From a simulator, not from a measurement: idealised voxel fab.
Documented hereafter: the process module known as voxel gate over fins.
Square cells of 5 nm make up the cross-section cut, whose width is 255 nm.
Each cross-section below is a grid of square cells, stated as bands in top-down order, with one or more rows of cells making up each band. The entry gives the band's vertical extent as a top height and a bottom height in nm, then its horizontal make-up as materials from left to right, each with a width in nm. "air" stands for empty space; a single material marked "edge to edge" fills the band edge to edge. Height reference: 0 = level under which incoming wafer is all one material. Lowest band: no bottom, runs on downward, e.g. "0 nm and below". A width such as "30->40" changes by the same amount from each row of cells to the next, from the band's top row to its bottom row. "all unchanged" -> step changed no cross-section cell. Voids not open to the top, 8 cells minimum: see "Closed cavities". Written width x height at distance; distance is from the left edge; nm. Note: text after step settings on the step line = simulator remark on that step. On any step carrying a mask, the "overlay nm" setting, if present on the step's line, tells how far right of its planned place the mask lay; negative values point to the left.

### Listed below are the process steps as planned
step 1: RECEIVE: material Si
step 2: CONFORMAL_DEP: material SiN, thk nm 10
step 3: MASKED_ETCH: tone cover, mask id FINS, width nm 15, pitch nm 55, etch materials SiN, depth nm 10, overlay nm 0
step 4: MASKED_ETCH: tone cover, mask id FINS, width nm 15, pitch nm 55, etch materials Si, depth nm 40, overlay nm 0
step 5: OXIDIZE: depth nm 5
step 6: FILL_DEP: material SiO2, thk nm 10
step 7: CMP: height nm 10
step 8: DIRECTIONAL_DEP: material aC, thk nm 10
step 9: PATTERN: tone open, mask id RAIL, material resist, width nm 15, thk nm 30, overlay nm 0
step 10: DIRECTIONAL_ETCH: etch materials aC, depth nm 10
step 11: STRIP: etch materials resist
step 12: DIRECTIONAL_ETCH: etch materials SiO2, depth nm 45
step 13: STRIP: etch materials aC
step 14: CONFORMAL_DEP: material TiN, thk nm 5
step 15: FILL_DEP: material W, thk nm 10
step 16: CMP: height nm 10
step 17: SELECTIVE_ETCH: etch materials W Ru TiN, depth nm 35
step 18: FILL_DEP: material SiO2, thk nm 5
step 19: CMP: height nm 10
step 20: SELECTIVE_ETCH: etch materials SiO2, depth nm 25
step 21: STRIP: etch materials SiN
step 22: CONFORMAL_DEP: material HfO2, thk nm 5
step 23: CONFORMAL_DEP: material TiN, thk nm 5
step 24: FILL_DEP: material W, thk nm 15
step 25: CMP: height nm 20
step 26: CONFORMAL_DEP: material SiCN, thk nm 10
The width nm used in step 4 is not the same on every wafer, whereas the starting condition is; the value printed in the plan is the first wafer's.

### first wafer as received, after step 1
	0 nm and below = Si edge to edge
	Closed cavities: none

### Take any row and you have a wafer at the end of the module: how many cells of each material it has gained (+) or lost (-) since it was received, and then its closed voids
width nm 15, +75 HfO2, -423 Si, +102 SiCN, +276 SiO2, +80 TiN, +196 W, Closed cavities: none
width nm 20, +75 HfO2, -391 Si, +102 SiCN, +252 SiO2, +80 TiN, +188 W, Closed cavities: none
width nm 25, +75 HfO2, -359 Si, +102 SiCN, +228 SiO2, +80 TiN, +180 W, Closed cavities: none
width nm 30, +75 HfO2, -327 Si, +102 SiCN, +204 SiO2, +80 TiN, +172 W, Closed cavities: none
